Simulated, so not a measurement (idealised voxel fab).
Process module heading - voxel capacitor over wiring
The figure presents cross-section cut, which has a width of 220 nm and is divided into square cells with an edge length of 5 nm.
A cross-section in this document is a grid of square cells, and it is written down as bands, the top band listed before the ones below it; a band is made up of one or more rows of cells. Heads up on the band format: heights come first, top then bottom, in nm. After that it's the materials left to right, each with its width in nm. A single material flagged "full width" fills the whole band edge to edge, and "air" means there's empty space there. Beneath 0, the wafer as received is one material, and that level is where height counting begins. The lowest band goes on downward without a bottom; it is written like "z 0 and below". Per-row width for "30 to 40": begins at first number (top row of band), ends at second number (bottom row), increment between rows held constant. "no modification" means the step left every cell of the cross-section as it was. Any empty space of 8 cells or more lacking an open way to the top shows up in "Trapped voids" as width x height at distance, distance from the left edge, in nm. Post-settings text on a step line: simulator's own remark regarding the step. "overlay nm" answers the question of how far to the right of plan the mask lay on a step that has a mask, and when it is negative the answer is to the left. Pairs follow: section before one process step, section after it down to the lowest changed band, step with settings underneath. Pairs may come from different runs of this module on the same starting wafer; continuity with the pair above only as stated in the "Pre-step view" entry.
# Pre-step view
    z 0 and below  Si full width
    Trapped voids: none
# After the Step
    z 15 to 0  SiO2 full width
    Everything below 0 is unchanged.
    Trapped voids: none
Between the two cross-sections you see above, the step is CONFORMAL_DEP, material SiO2, thk nm 15
Pre-step view: The pre-step condition corresponds to the post-step cross-section depicted in the pair directly above.
# After the Step
    z 20 to 15  SiCN full width
    Everything below 15 is unchanged.
    Trapped voids: none
Between the two cross-sections you see above, the step is CONFORMAL_DEP, material SiCN, thk nm 5
Pre-step view: The pre-step condition corresponds to the post-step cross-section depicted in the pair directly above.
# After the Step
    z 40 to 20  SiO2 full width
    Everything below 20 is unchanged.
    Trapped voids: none
Between the two cross-sections you see above, the step is DIRECTIONAL_DEP, material SiO2, thk nm 20
Pre-step view: The pre-step condition corresponds to the post-step cross-section depicted in the pair directly above.
# After the Step
    z 50 to 40  aC full width
    Everything below 40 is unchanged.
    Trapped voids: none
Between the two cross-sections you see above, the step is DIRECTIONAL_DEP, material aC, thk nm 10
Pre-step view: The pre-step condition corresponds to the post-step cross-section depicted in the pair directly above.
# After the Step
    z 75 to 50  resist 60 nm / air 25 nm / resist 50 nm / air 25 nm / resist 60 nm
    Everything below 50 is unchanged.
    Trapped voids: none
Between the two cross-sections you see above, the step is PATTERN, tone open, mask id METAL_1, material resist, width nm 25, pitch nm 75, thk nm 25, overlay nm 0
Pre-step view: The pre-step condition corresponds to the post-step cross-section depicted in the pair directly above.
# After the Step
    z 65 to 50  resist 60 nm / air 25 nm / resist 50 nm / air 25 nm / resist 60 nm
    z 50 to 40  aC 60 nm / air 25 nm / aC 50 nm / air 25 nm / aC 60 nm
    Everything below 40 is unchanged.
    Trapped voids: none
Between the two cross-sections you see above, the step is DIRECTIONAL_ETCH, etch materials aC, depth nm 10
Pre-step view: The pre-step condition corresponds to the post-step cross-section depicted in the pair directly above.
# After the Step
    z 50 to 40  aC 60 nm / air 25 nm / aC 50 nm / air 25 nm / aC 60 nm
    Everything below 40 is unchanged.
    Trapped voids: none
Between the two cross-sections you see above, the step is STRIP, etch materials resist
Pre-step view: The pre-step condition corresponds to the post-step cross-section depicted in the pair directly above.
# After the Step
    z 50 to 40  aC 60 nm / air 25 nm / aC 50 nm / air 25 nm / aC 60 nm
    z 40 to 20  SiO2 60 nm / air 25 nm / SiO2 50 nm / air 25 nm / SiO2 60 nm
    Everything below 20 is unchanged.
    Trapped voids: none
Between the two cross-sections you see above, the step is DIRECTIONAL_ETCH, etch materials SiO2, depth nm 20
Pre-step view: The pre-step condition corresponds to the post-step cross-section depicted in the pair directly above.
# After the Step
    z 50 to 40  aC 60 nm / air 25 nm / aC 50 nm / air 25 nm / aC 60 nm
    z 40 to 20  SiO2 60 nm / air 25 nm / SiO2 50 nm / air 25 nm / SiO2 60 nm
    z 20 to 15  SiCN 60 nm / air 25 nm / SiCN 50 nm / air 25 nm / SiCN 60 nm
    Everything below 15 is unchanged.
    Trapped voids: none
Between the two cross-sections you see above, the step is DIRECTIONAL_ETCH, etch materials SiCN, depth nm 5
Pre-step view: The pre-step condition corresponds to the post-step cross-section depicted in the pair directly above.
# After the Step
    z 40 to 20  SiO2 60 nm / air 25 nm / SiO2 50 nm / air 25 nm / SiO2 60 nm
    Everything below 20 is unchanged.
    Trapped voids: none
Between the two cross-sections you see above, the step is STRIP, etch materials aC
Pre-step view: The pre-step condition corresponds to the post-step cross-section depicted in the pair directly above.
# After the Step
    z 45 to 40  TiN 65 nm / air 15 nm / TiN 60 nm / air 15 nm / TiN 65 nm
    z 40 to 20  SiO2 60 nm / TiN 5 nm / air 15 nm / TiN 5 nm / SiO2 50 nm / TiN 5 nm / air 15 nm / TiN 5 nm / SiO2 60 nm
    z 20 to 15  SiCN 60 nm / TiN 25 nm / SiCN 50 nm / TiN 25 nm / SiCN 60 nm
    Everything below 15 is unchanged.
    Trapped voids: none
Between the two cross-sections you see above, the step is CONFORMAL_DEP, material TiN, thk nm 5
Pre-step view: The pre-step condition corresponds to the post-step cross-section depicted in the pair directly above.
# After the Step
    z 55 to 45  Ru full width
    z 45 to 40  TiN 65 nm / Ru 15 nm / TiN 60 nm / Ru 15 nm / TiN 65 nm
    z 40 to 20  SiO2 60 nm / TiN 5 nm / Ru 15 nm / TiN 5 nm / SiO2 50 nm / TiN 5 nm / Ru 15 nm / TiN 5 nm / SiO2 60 nm
    Everything below 20 is unchanged.
    Trapped voids: none
Between the two cross-sections you see above, the step is FILL_DEP, material Ru, thk nm 10
Pre-step view: The pre-step condition corresponds to the post-step cross-section depicted in the pair directly above.
# After the Step
    z 40 to 20  SiO2 60 nm / TiN 5 nm / Ru 15 nm / TiN 5 nm / SiO2 50 nm / TiN 5 nm / Ru 15 nm / TiN 5 nm / SiO2 60 nm
    Everything below 20 is unchanged.
    Trapped voids: none
Between the two cross-sections you see above, the step is CMP, height nm 40
Pre-step view: The pre-step condition corresponds to the post-step cross-section depicted in the pair directly above.
# After the Step
    z 45 to 40  air 55 nm / Ru 35 nm / air 40 nm / Ru 35 nm / air 55 nm
    Everything below 40 is unchanged.
    Trapped voids: none
Between the two cross-sections you see above, the step is EPI, material Ru, thk nm 5
Pre-step view: The pre-step condition corresponds to the post-step cross-section depicted in the pair directly above.
# After the Step
    z 50 to 45  SiCN full width
    z 45 to 40  SiCN 55 nm / Ru 35 nm / SiCN 40 nm / Ru 35 nm / SiCN 55 nm
    Everything below 40 is unchanged.
    Trapped voids: none
Between the two cross-sections you see above, the step is FILL_DEP, material SiCN, thk nm 5
Pre-step view: The pre-step condition corresponds to the post-step cross-section depicted in the pair directly above.
# After the Step
    z 60 to 50  lowk full width
    Everything below 50 is unchanged.
    Trapped voids: none
Between the two cross-sections you see above, the step is DIRECTIONAL_DEP, material lowk, thk nm 10
Pre-step view: The pre-step condition corresponds to the post-step cross-section depicted in the pair directly above.
# After the Step
    z 80 to 60  resist 70 nm / air 15 nm / resist 135 nm
    Everything below 60 is unchanged.
    Trapped voids: none
Between the two cross-sections you see above, the step is PATTERN, tone open, mask id PLUG_1, material resist, width nm 15, thk nm 20, overlay nm 0
Pre-step view: The pre-step condition corresponds to the post-step cross-section depicted in the pair directly above.
# After the Step
    z 80 to 60  resist 70 nm / air 15 nm / resist 135 nm
    z 60 to 50  lowk 70 nm / air 15 nm / lowk 135 nm
    Everything below 50 is unchanged.
    Trapped voids: none
Between the two cross-sections you see above, the step is DIRECTIONAL_ETCH, etch materials lowk, depth nm 10
Pre-step view: The pre-step condition corresponds to the post-step cross-section depicted in the pair directly above.
# After the Step
    z 80 to 60  resist 70 nm / air 15 nm / resist 135 nm
    z 60 to 50  lowk 70 nm / air 15 nm / lowk 135 nm
    z 50 to 45  SiCN 70 nm / air 15 nm / SiCN 135 nm
    Everything below 45 is unchanged.
    Trapped voids: none
Between the two cross-sections you see above, the step is DIRECTIONAL_ETCH, etch materials SiCN, depth nm 5
Pre-step view: The pre-step condition corresponds to the post-step cross-section depicted in the pair directly above.
# After the Step
    z 60 to 50  lowk 70 nm / air 15 nm / lowk 135 nm
    Everything below 50 is unchanged.
    Trapped voids: none
Between the two cross-sections you see above, the step is STRIP, etch materials resist
Pre-step view: The pre-step condition corresponds to the post-step cross-section depicted in the pair directly above.
# After the Step
    z 60 to 55  lowk 70 nm / air 15 nm / lowk 135 nm
    z 55 to 50  lowk 70 nm / Ru 15 nm / lowk 135 nm
    z 50 to 45  SiCN 70 nm / Ru 15 nm / SiCN 135 nm
    Everything below 45 is unchanged.
    Trapped voids: none
Between the two cross-sections you see above, the step is EPI, material Ru, thk nm 10
Pre-step view: The pre-step condition corresponds to the post-step cross-section depicted in the pair directly above.
# After the Step
    z 60 to 50  lowk 70 nm / Ru 15 nm / lowk 135 nm
    Everything below 50 is unchanged.
    Trapped voids: none
Between the two cross-sections you see above, the step is EPI, material Ru, thk nm 5
Pre-step view: The pre-step condition corresponds to the post-step cross-section depicted in the pair directly above.
# After the Step
    z 70 to 60  TiN full width
    Everything below 60 is unchanged.
    Trapped voids: none
Between the two cross-sections you see above, the step is DIRECTIONAL_DEP, material TiN, thk nm 10
Pre-step view: The pre-step condition corresponds to the post-step cross-section depicted in the pair directly above.
# After the Step
    z 75 to 70  HfO2 full width
    Everything below 70 is unchanged.
    Trapped voids: none
Between the two cross-sections you see above, the step is DIRECTIONAL_DEP, material HfO2, thk nm 5
Pre-step view: The pre-step condition corresponds to the post-step cross-section depicted in the pair directly above.
# After the Step
    z 85 to 75  TiN full width
    Everything below 75 is unchanged.
    Trapped voids: none
Between the two cross-sections you see above, the step is DIRECTIONAL_DEP, material TiN, thk nm 10
Pre-step view: The pre-step condition corresponds to the post-step cross-section depicted in the pair directly above.
# After the Step
    z 95 to 85  aC full width
    Everything below 85 is unchanged.
    Trapped voids: none
Between the two cross-sections you see above, the step is DIRECTIONAL_DEP, material aC, thk nm 10
Pre-step view: The pre-step condition corresponds to the post-step cross-section depicted in the pair directly above.
# After the Step
    z 125 to 95  air 70 nm / resist 55 nm / air 95 nm
    Everything below 95 is unchanged.
    Trapped voids: none
Between the two cross-sections you see above, the step is PATTERN, tone cover, mask id UPPER_PLATE, material resist, width nm 55, thk nm 30, overlay nm 0
Pre-step view: The pre-step condition corresponds to the post-step cross-section depicted in the pair directly above.
# After the Step
    z 115 to 95  air 70 nm / resist 55 nm / air 95 nm
    z 95 to 85  air 70 nm / aC 55 nm / air 95 nm
    Everything below 85 is unchanged.
    Trapped voids: none
Between the two cross-sections you see above, the step is DIRECTIONAL_ETCH, etch materials aC, depth nm 10
Pre-step view: The pre-step condition corresponds to the post-step cross-section depicted in the pair directly above.
# After the Step
    z 95 to 85  air 70 nm / aC 55 nm / air 95 nm
    Everything below 85 is unchanged.
    Trapped voids: none
Between the two cross-sections you see above, the step is STRIP, etch materials resist
Pre-step view: The pre-step condition corresponds to the post-step cross-section depicted in the pair directly above.
# After the Step
    z 95 to 85  air 70 nm / aC 55 nm / air 95 nm
    z 85 to 75  air 70 nm / TiN 55 nm / air 95 nm
    Everything below 75 is unchanged.
    Trapped voids: none
Between the two cross-sections you see above, the step is DIRECTIONAL_ETCH, etch materials TiN, depth nm 10
Pre-step view: The pre-step condition corresponds to the post-step cross-section depicted in the pair directly above.
# After the Step
    z 95 to 85  air 70 nm / aC 55 nm / air 95 nm
    z 85 to 75  air 70 nm / TiN 55 nm / air 95 nm
    z 75 to 70  air 70 nm / HfO2 55 nm / air 95 nm
    Everything below 70 is unchanged.
    Trapped voids: none
Between the two cross-sections you see above, the step is DIRECTIONAL_ETCH, etch materials HfO2, depth nm 5
Pre-step view: The pre-step condition corresponds to the post-step cross-section depicted in the pair directly above.
# After the Step
    z 85 to 75  air 70 nm / TiN 55 nm / air 95 nm
    Everything below 75 is unchanged.
    Trapped voids: none
Between the two cross-sections you see above, the step is STRIP, etch materials aC
Pre-step view: The pre-step condition corresponds to the post-step cross-section depicted in the pair directly above.
# After the Step
    z 95 to 85  air 70 nm / aC 55 nm / air 95 nm
    z 85 to 80  air 70 nm / TiN 55 nm / air 95 nm
    z 80 to 75  aC 70 nm / TiN 55 nm / aC 95 nm
    z 75 to 70  aC 70 nm / HfO2 55 nm / aC 95 nm
    Everything below 70 is unchanged.
    Trapped voids: none
Between the two cross-sections you see above, the step is DIRECTIONAL_DEP, material aC, thk nm 10
Pre-step view: The pre-step condition corresponds to the post-step cross-section depicted in the pair directly above.
# After the Step
    z 120 to 95  air 65 nm / resist 65 nm / air 90 nm
    z 95 to 85  air 65 nm / resist 5 nm / aC 55 nm / resist 5 nm / air 90 nm
    z 85 to 80  air 65 nm / resist 5 nm / TiN 55 nm / resist 5 nm / air 90 nm
    Everything below 80 is unchanged.
    Trapped voids: none
Between the two cross-sections you see above, the step is PATTERN, tone cover, mask id LOWER_PLATE, material resist, width nm 65, thk nm 25, overlay nm 0
Pre-step view: The pre-step condition corresponds to the post-step cross-section depicted in the pair directly above.
# After the Step
    z 110 to 95  air 65 nm / resist 65 nm / air 90 nm
    z 95 to 85  air 65 nm / resist 5 nm / aC 55 nm / resist 5 nm / air 90 nm
    z 85 to 80  air 65 nm / resist 5 nm / TiN 55 nm / resist 5 nm / air 90 nm
    z 80 to 75  air 65 nm / aC 5 nm / TiN 55 nm / aC 5 nm / air 90 nm
    z 75 to 70  air 65 nm / aC 5 nm / HfO2 55 nm / aC 5 nm / air 90 nm
    Everything below 70 is unchanged.
    Trapped voids: none
Between the two cross-sections you see above, the step is DIRECTIONAL_ETCH, etch materials aC, depth nm 10
Pre-step view: The pre-step condition corresponds to the post-step cross-section depicted in the pair directly above.
# After the Step
    z 95 to 85  air 70 nm / aC 55 nm / air 95 nm
    z 85 to 80  air 70 nm / TiN 55 nm / air 95 nm
    Everything below 80 is unchanged.
    Trapped voids: none
Between the two cross-sections you see above, the step is STRIP, etch materials resist
Pre-step view: The pre-step condition corresponds to the post-step cross-section depicted in the pair directly above.
# After the Step
    z 95 to 85  air 70 nm / aC 55 nm / air 95 nm
    z 85 to 80  air 70 nm / TiN 55 nm / air 95 nm
    z 80 to 75  air 65 nm / aC 5 nm / TiN 55 nm / aC 5 nm / air 90 nm
    z 75 to 70  air 65 nm / aC 5 nm / HfO2 55 nm / aC 5 nm / air 90 nm
    z 70 to 60  air 65 nm / TiN 65 nm / air 90 nm
    Everything below 60 is unchanged.
    Trapped voids: none
Between the two cross-sections you see above, the step is DIRECTIONAL_ETCH, etch materials TiN, depth nm 10
Pre-step view: The pre-step condition corresponds to the post-step cross-section depicted in the pair directly above.
# After the Step
    z 85 to 75  air 70 nm / TiN 55 nm / air 95 nm
    z 75 to 70  air 70 nm / HfO2 55 nm / air 95 nm
    Everything below 70 is unchanged.
    Trapped voids: none
Between the two cross-sections you see above, the step is STRIP, etch materials aC
Pre-step view: The pre-step condition corresponds to the post-step cross-section depicted in the pair directly above.
# After the Step
    z 105 to 85  SiO2 full width
    z 85 to 75  SiO2 70 nm / TiN 55 nm / SiO2 95 nm
    z 75 to 70  SiO2 70 nm / HfO2 55 nm / SiO2 95 nm
    z 70 to 60  SiO2 65 nm / TiN 65 nm / SiO2 90 nm
    Everything below 60 is unchanged.
    Trapped voids: none
Between the two cross-sections you see above, the step is FILL_DEP, material SiO2, thk nm 20
Pre-step view: The pre-step condition corresponds to the post-step cross-section depicted in the pair directly above.
# After the Step
    z 100 to 85  SiO2 full width
    Everything below 85 is unchanged.
    Trapped voids: none
Between the two cross-sections you see above, the step is CMP, height nm 100
Pre-step view: The pre-step condition corresponds to the post-step cross-section depicted in the pair directly above.
# After the Step
    z 100 to 85  SiO2 80 nm / air 15 nm / SiO2 125 nm
    Everything below 85 is unchanged.
    Trapped voids: none
Between the two cross-sections you see above, the step is MASKED_ETCH, tone open, mask id PLUG_2, width nm 15, etch materials SiO2, depth nm 15, overlay nm 0
Pre-step view: The pre-step condition corresponds to the post-step cross-section depicted in the pair directly above.
# After the Step
    z 105 to 100  TiN 85 nm / air 5 nm / TiN 130 nm
    z 100 to 90  SiO2 80 nm / TiN 5 nm / air 5 nm / TiN 5 nm / SiO2 125 nm
    z 90 to 85  SiO2 80 nm / TiN 15 nm / SiO2 125 nm
    Everything below 85 is unchanged.
    Trapped voids: none
Between the two cross-sections you see above, the step is CONFORMAL_DEP, material TiN, thk nm 5
Pre-step view: The pre-step condition corresponds to the post-step cross-section depicted in the pair directly above.
# After the Step
    z 110 to 105  Cu full width
    z 105 to 100  TiN 85 nm / Cu 5 nm / TiN 130 nm
    z 100 to 90  SiO2 80 nm / TiN 5 nm / Cu 5 nm / TiN 5 nm / SiO2 125 nm
    Everything below 90 is unchanged.
    Trapped voids: none
Between the two cross-sections you see above, the step is FILL_DEP, material Cu, thk nm 5
Pre-step view: The pre-step condition corresponds to the post-step cross-section depicted in the pair directly above.
# After the Step
    z 100 to 90  SiO2 80 nm / TiN 5 nm / Cu 5 nm / TiN 5 nm / SiO2 125 nm
    Everything below 90 is unchanged.
    Trapped voids: none
Between the two cross-sections you see above, the step is CMP, height nm 100
Pre-step view: The pre-step condition corresponds to the post-step cross-section depicted in the pair directly above.
# After the Step
    z 105 to 100  SiN full width
    Everything below 100 is unchanged.
    Trapped voids: none
Between the two cross-sections you see above, the step is CONFORMAL_DEP, material SiN, thk nm 5
# Pre-step view
    z 60 to 50  lowk full width
    z 50 to 45  SiCN full width
    z 45 to 40  SiCN 55 nm / Ru 35 nm / SiCN 40 nm / Ru 35 nm / SiCN 55 nm
    z 40 to 20  SiO2 60 nm / TiN 5 nm / Ru 15 nm / TiN 5 nm / SiO2 50 nm / TiN 5 nm / Ru 15 nm / TiN 5 nm / SiO2 60 nm
    z 20 to 15  SiCN 60 nm / TiN 25 nm / SiCN 50 nm / TiN 25 nm / SiCN 60 nm
    z 15 to 0  SiO2 full width
    z 0 and below  Si full width
    Trapped voids: none
# After the Step
    z 50 to 45  SiCN full width
    Everything below 45 is unchanged.
    Trapped voids: none
Between the two cross-sections you see above, the step is DIRECTIONAL_ETCH, etch materials lowk, depth nm 10
Pre-step view: The pre-step condition corresponds to the post-step cross-section depicted in the pair directly above.
# After the Step
    z 45 to 40  SiCN 55 nm / Ru 35 nm / SiCN 40 nm / Ru 35 nm / SiCN 55 nm
    Everything below 40 is unchanged.
    Trapped voids: none
Between the two cross-sections you see above, the step is DIRECTIONAL_ETCH, etch materials SiCN, depth nm 5
Pre-step view: The pre-step condition corresponds to the post-step cross-section depicted in the pair directly above.
# After the Step
    z 55 to 45  air 45 nm / Ru 55 nm / air 20 nm / Ru 55 nm / air 45 nm
    Everything below 45 is unchanged.
    Trapped voids: none
Between the two cross-sections you see above, the step is EPI, material Ru, thk nm 10
Pre-step view: The pre-step condition corresponds to the post-step cross-section depicted in the pair directly above.
# After the Step
    z 60 to 45  air 40 nm / Ru 65 nm / air 10 nm / Ru 65 nm / air 40 nm
    Everything below 45 is unchanged.
    Trapped voids: none
Between the two cross-sections you see above, the step is EPI, material Ru, thk nm 5
Pre-step view: The pre-step condition corresponds to the post-step cross-section depicted in the pair directly above.
# After the Step
    z 70 to 60  air 40 nm / TiN 65 nm / air 10 nm / TiN 65 nm / air 40 nm
    z 60 to 55  air 40 nm / Ru 65 nm / air 10 nm / Ru 65 nm / air 40 nm
    z 55 to 45  TiN 40 nm / Ru 65 nm / TiN 10 nm / Ru 65 nm / TiN 40 nm
    Everything below 45 is unchanged.
    Trapped voids: none
Between the two cross-sections you see above, the step is DIRECTIONAL_DEP, material TiN, thk nm 10
Pre-step view: The pre-step condition corresponds to the post-step cross-section depicted in the pair directly above.
# After the Step
    z 75 to 70  air 40 nm / HfO2 65 nm / air 10 nm / HfO2 65 nm / air 40 nm
    z 70 to 60  air 40 nm / TiN 65 nm / air 10 nm / TiN 65 nm / air 40 nm
    z 60 to 55  HfO2 40 nm / Ru 65 nm / HfO2 10 nm / Ru 65 nm / HfO2 40 nm
    Everything below 55 is unchanged.
    Trapped voids: none
Between the two cross-sections you see above, the step is DIRECTIONAL_DEP, material HfO2, thk nm 5
Pre-step view: The pre-step condition corresponds to the post-step cross-section depicted in the pair directly above.
# After the Step
    z 85 to 75  air 40 nm / TiN 65 nm / air 10 nm / TiN 65 nm / air 40 nm
    z 75 to 70  air 40 nm / HfO2 65 nm / air 10 nm / HfO2 65 nm / air 40 nm
    z 70 to 60  TiN full width
    Everything below 60 is unchanged.
    Trapped voids: none
Between the two cross-sections you see above, the step is DIRECTIONAL_DEP, material TiN, thk nm 10
Pre-step view: The pre-step condition corresponds to the post-step cross-section depicted in the pair directly above.
# After the Step
    z 95 to 85  air 40 nm / aC 65 nm / air 10 nm / aC 65 nm / air 40 nm
    z 85 to 80  air 40 nm / TiN 65 nm / air 10 nm / TiN 65 nm / air 40 nm
    z 80 to 75  aC 40 nm / TiN 65 nm / aC 10 nm / TiN 65 nm / aC 40 nm
    z 75 to 70  aC 40 nm / HfO2 65 nm / aC 10 nm / HfO2 65 nm / aC 40 nm
    Everything below 70 is unchanged.
    Trapped voids: none
Between the two cross-sections you see above, the step is DIRECTIONAL_DEP, material aC, thk nm 10
Pre-step view: The pre-step condition corresponds to the post-step cross-section depicted in the pair directly above.
# After the Step
    z 125 to 95  air 70 nm / resist 55 nm / air 95 nm
    z 95 to 85  air 40 nm / aC 65 nm / resist 10 nm / aC 65 nm / air 40 nm
    z 85 to 80  air 40 nm / TiN 65 nm / resist 10 nm / TiN 65 nm / air 40 nm
    Everything below 80 is unchanged.
    Trapped voids: none
Between the two cross-sections you see above, the step is PATTERN, tone cover, mask id UPPER_PLATE, material resist, width nm 55, thk nm 30, overlay nm 0
Pre-step view: The pre-step condition corresponds to the post-step cross-section depicted in the pair directly above.
# After the Step
    z 115 to 95  air 70 nm / resist 55 nm / air 95 nm
    z 95 to 85  air 70 nm / aC 35 nm / resist 10 nm / aC 10 nm / air 95 nm
    z 85 to 80  air 40 nm / TiN 65 nm / resist 10 nm / TiN 65 nm / air 40 nm
    z 80 to 75  air 40 nm / TiN 65 nm / aC 10 nm / TiN 65 nm / air 40 nm
    z 75 to 70  air 40 nm / HfO2 65 nm / aC 10 nm / HfO2 65 nm / air 40 nm
    Everything below 70 is unchanged.
    Trapped voids: none
Between the two cross-sections you see above, the step is DIRECTIONAL_ETCH, etch materials aC, depth nm 10
Pre-step view: The pre-step condition corresponds to the post-step cross-section depicted in the pair directly above.
# After the Step
    z 95 to 85  air 70 nm / aC 35 nm / air 10 nm / aC 10 nm / air 95 nm
    z 85 to 80  air 40 nm / TiN 65 nm / air 10 nm / TiN 65 nm / air 40 nm
    Everything below 80 is unchanged.
    Trapped voids: none
Between the two cross-sections you see above, the step is STRIP, etch materials resist
Pre-step view: The pre-step condition corresponds to the post-step cross-section depicted in the pair directly above.
# After the Step
    z 95 to 85  air 70 nm / aC 35 nm / air 10 nm / aC 10 nm / air 95 nm
    z 85 to 80  air 70 nm / TiN 35 nm / air 10 nm / TiN 10 nm / air 95 nm
    z 80 to 75  air 70 nm / TiN 35 nm / aC 10 nm / TiN 10 nm / air 95 nm
    z 75 to 70  air 40 nm / HfO2 65 nm / aC 10 nm / HfO2 65 nm / air 40 nm
    z 70 to 60  air 40 nm / TiN 140 nm / air 40 nm
    Everything below 60 is unchanged.
    Trapped voids: none
Between the two cross-sections you see above, the step is DIRECTIONAL_ETCH, etch materials TiN, depth nm 10
Pre-step view: The pre-step condition corresponds to the post-step cross-section depicted in the pair directly above.
# After the Step
    z 95 to 85  air 70 nm / aC 35 nm / air 10 nm / aC 10 nm / air 95 nm
    z 85 to 80  air 70 nm / TiN 35 nm / air 10 nm / TiN 10 nm / air 95 nm
    z 80 to 75  air 70 nm / TiN 35 nm / aC 10 nm / TiN 10 nm / air 95 nm
    z 75 to 70  air 70 nm / HfO2 35 nm / aC 10 nm / HfO2 10 nm / air 95 nm
    z 70 to 60  air 40 nm / TiN 140 nm / air 40 nm
    z 60 to 55  air 40 nm / Ru 65 nm / HfO2 10 nm / Ru 65 nm / air 40 nm
    Everything below 55 is unchanged.
    Trapped voids: none
Between the two cross-sections you see above, the step is DIRECTIONAL_ETCH, etch materials HfO2, depth nm 5
Pre-step view: The pre-step condition corresponds to the post-step cross-section depicted in the pair directly above.
# After the Step
    z 85 to 75  air 70 nm / TiN 35 nm / air 10 nm / TiN 10 nm / air 95 nm
    z 75 to 70  air 70 nm / HfO2 35 nm / air 10 nm / HfO2 10 nm / air 95 nm
    Everything below 70 is unchanged.
    Trapped voids: none
Between the two cross-sections you see above, the step is STRIP, etch materials aC
Pre-step view: The pre-step condition corresponds to the post-step cross-section depicted in the pair directly above.
# After the Step
    z 95 to 85  air 70 nm / aC 35 nm / air 10 nm / aC 10 nm / air 95 nm
    z 85 to 80  air 70 nm / TiN 35 nm / air 10 nm / TiN 10 nm / air 95 nm
    z 80 to 75  air 40 nm / aC 30 nm / TiN 35 nm / aC 10 nm / TiN 10 nm / aC 55 nm / air 40 nm
    z 75 to 70  air 40 nm / aC 30 nm / HfO2 35 nm / aC 10 nm / HfO2 10 nm / aC 55 nm / air 40 nm
    z 70 to 65  air 40 nm / TiN 140 nm / air 40 nm
    z 65 to 60  aC 40 nm / TiN 140 nm / aC 40 nm
    z 60 to 55  aC 40 nm / Ru 65 nm / HfO2 10 nm / Ru 65 nm / aC 40 nm
    Everything below 55 is unchanged.
    Trapped voids: none
Between the two cross-sections you see above, the step is DIRECTIONAL_DEP, material aC, thk nm 10
Pre-step view: The pre-step condition corresponds to the post-step cross-section depicted in the pair directly above.
# After the Step
    z 120 to 95  air 65 nm / resist 65 nm / air 90 nm
    z 95 to 85  air 65 nm / resist 5 nm / aC 35 nm / resist 10 nm / aC 10 nm / resist 5 nm / air 90 nm
    z 85 to 80  air 65 nm / resist 5 nm / TiN 35 nm / resist 10 nm / TiN 10 nm / resist 5 nm / air 90 nm
    Everything below 80 is unchanged.
    Trapped voids: none
Between the two cross-sections you see above, the step is PATTERN, tone cover, mask id LOWER_PLATE, material resist, width nm 65, thk nm 25, overlay nm 0
Pre-step view: The pre-step condition corresponds to the post-step cross-section depicted in the pair directly above.
# After the Step
    z 110 to 95  air 65 nm / resist 65 nm / air 90 nm
    z 95 to 85  air 65 nm / resist 5 nm / aC 35 nm / resist 10 nm / aC 10 nm / resist 5 nm / air 90 nm
    z 85 to 80  air 65 nm / resist 5 nm / TiN 35 nm / resist 10 nm / TiN 10 nm / resist 5 nm / air 90 nm
    z 80 to 75  air 65 nm / aC 5 nm / TiN 35 nm / aC 10 nm / TiN 10 nm / aC 5 nm / air 90 nm
    z 75 to 70  air 65 nm / aC 5 nm / HfO2 35 nm / aC 10 nm / HfO2 10 nm / aC 5 nm / air 90 nm
    z 70 to 60  air 40 nm / TiN 140 nm / air 40 nm
    z 60 to 55  air 40 nm / Ru 65 nm / HfO2 10 nm / Ru 65 nm / air 40 nm
    Everything below 55 is unchanged.
    Trapped voids: none
Between the two cross-sections you see above, the step is DIRECTIONAL_ETCH, etch materials aC, depth nm 10
Pre-step view: The pre-step condition corresponds to the post-step cross-section depicted in the pair directly above.
# After the Step
    z 95 to 85  air 70 nm / aC 35 nm / air 10 nm / aC 10 nm / air 95 nm
    z 85 to 80  air 70 nm / TiN 35 nm / air 10 nm / TiN 10 nm / air 95 nm
    Everything below 80 is unchanged.
    Trapped voids: none
Between the two cross-sections you see above, the step is STRIP, etch materials resist
Pre-step view: The pre-step condition corresponds to the post-step cross-section depicted in the pair directly above.
# After the Step
    z 95 to 85  air 70 nm / aC 35 nm / air 10 nm / aC 10 nm / air 95 nm
    z 85 to 80  air 70 nm / TiN 35 nm / air 10 nm / TiN 10 nm / air 95 nm
    z 80 to 75  air 65 nm / aC 5 nm / TiN 35 nm / aC 10 nm / TiN 10 nm / aC 5 nm / air 90 nm
    z 75 to 70  air 65 nm / aC 5 nm / HfO2 35 nm / aC 10 nm / HfO2 10 nm / aC 5 nm / air 90 nm
    z 70 to 60  air 65 nm / TiN 65 nm / air 90 nm
    z 60 to 55  air 40 nm / Ru 65 nm / HfO2 10 nm / Ru 65 nm / air 40 nm
    z 55 to 45  air 40 nm / Ru 65 nm / TiN 10 nm / Ru 65 nm / air 40 nm
    Everything below 45 is unchanged.
    Trapped voids: none
Between the two cross-sections you see above, the step is DIRECTIONAL_ETCH, etch materials TiN, depth nm 10
Pre-step view: The pre-step condition corresponds to the post-step cross-section depicted in the pair directly above.
# After the Step
    z 85 to 75  air 70 nm / TiN 35 nm / air 10 nm / TiN 10 nm / air 95 nm
    z 75 to 70  air 70 nm / HfO2 35 nm / air 10 nm / HfO2 10 nm / air 95 nm
    Everything below 70 is unchanged.
    Trapped voids: none
Between the two cross-sections you see above, the step is STRIP, etch materials aC
Pre-step view: The pre-step condition corresponds to the post-step cross-section depicted in the pair directly above.
# After the Step
    z 105 to 85  SiO2 full width
    z 85 to 75  SiO2 70 nm / TiN 35 nm / SiO2 10 nm / TiN 10 nm / SiO2 95 nm
    z 75 to 70  SiO2 70 nm / HfO2 35 nm / SiO2 10 nm / HfO2 10 nm / SiO2 95 nm
    z 70 to 60  SiO2 65 nm / TiN 65 nm / SiO2 90 nm
    z 60 to 55  SiO2 40 nm / Ru 65 nm / HfO2 10 nm / Ru 65 nm / SiO2 40 nm
    z 55 to 45  SiO2 40 nm / Ru 65 nm / TiN 10 nm / Ru 65 nm / SiO2 40 nm
    Everything below 45 is unchanged.
    Trapped voids: none
Between the two cross-sections you see above, the step is FILL_DEP, material SiO2, thk nm 20
Pre-step view: The pre-step condition corresponds to the post-step cross-section depicted in the pair directly above.
# After the Step
    z 100 to 85  SiO2 full width
    Everything below 85 is unchanged.
    Trapped voids: none
Between the two cross-sections you see above, the step is CMP, height nm 100
Pre-step view: The pre-step condition corresponds to the post-step cross-section depicted in the pair directly above.
# After the Step
    z 100 to 85  SiO2 80 nm / air 15 nm / SiO2 125 nm
    Everything below 85 is unchanged.
    Trapped voids: none
Between the two cross-sections you see above, the step is MASKED_ETCH, tone open, mask id PLUG_2, width nm 15, etch materials SiO2, depth nm 15, overlay nm 0
